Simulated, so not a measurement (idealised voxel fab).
This is a process module. Its name is voxel lift off.
The cross-section on display is named cut; it measures 245 nm wide, and its cells are 5 nm squares.
Notation: cross-section as square-cell grid; stated in bands, top first, going down; one or more cell rows per band. Per band: top height and bottom height in nm, followed by the left-to-right materials and their widths in nm; "full width" marks a single material spanning edge to edge, "empty" marks empty space. For the purposes of this specification, 0 denotes the height below which the wafer in its as-received condition is composed wholly of one material, and the lowermost band, lacking a lower limit, extends downward without end, as expressed in "0 down". Width: "30 to 40" (first number = top row, second number = bottom row, same change from row to row of cells). Basically "nothing changed" means that step didn't change any cell in the cross-section. Entrapped voids: empty space of 8 cells or more with no open way to the top, each as width x height at its distance from the left edge, in nm. Formally, on a step line, whatever follows the settings is a remark that the simulator itself makes on the step. overlay nm: how far to the right of its planned place the mask lay on this masked step (negative: to the left).

# These are the steps we planned for the process
- 1: RECEIVE with material Si
- 2: CONFORMAL_DEP with material SiO2, thk nm 10
- 3: PATTERN with tone open, mask id LINES, material resist, width nm 30, pitch nm 45, thk nm 30, overlay nm 0
- 4: DIRECTIONAL_DEP with material Ru, thk nm 15
- 5: STRIP with etch materials resist
- 6: CONFORMAL_DEP with material SiCN, thk nm 5

# Incoming wafer in cross-section (state: after step 1)
    0 down  Si full width
    Entrapped voids: none

# Result of the module, cross-sectioned: start per above, plan per above, one error in how it was run
    30 to 25  65 of SiCN; 20 of empty; 25 of SiCN; 20 of empty; 25 of SiCN; 20 of empty; 70 of SiCN
    25 to 15  60 of Ru; 5 of SiCN; 20 of empty; 5 of SiCN; 15 of Ru; 5 of SiCN; 20 of empty; 5 of SiCN; 15 of Ru; 5 of SiCN; 20 of empty; 5 of SiCN; 65 of Ru
    15 to 10  60 of Ru; 30 of SiCN; 15 of Ru; 30 of SiCN; 15 of Ru; 30 of SiCN; 65 of Ru
    10 to 0  SiO2 full width
    0 down  Si full width
    Entrapped voids: none
Error vs. plan: the process deviated at step 3: the operation and settings actually run there were PATTERN with tone cover, mask id LINES, material resist, width nm 30, pitch nm 45, thk nm 30, overlay nm 0
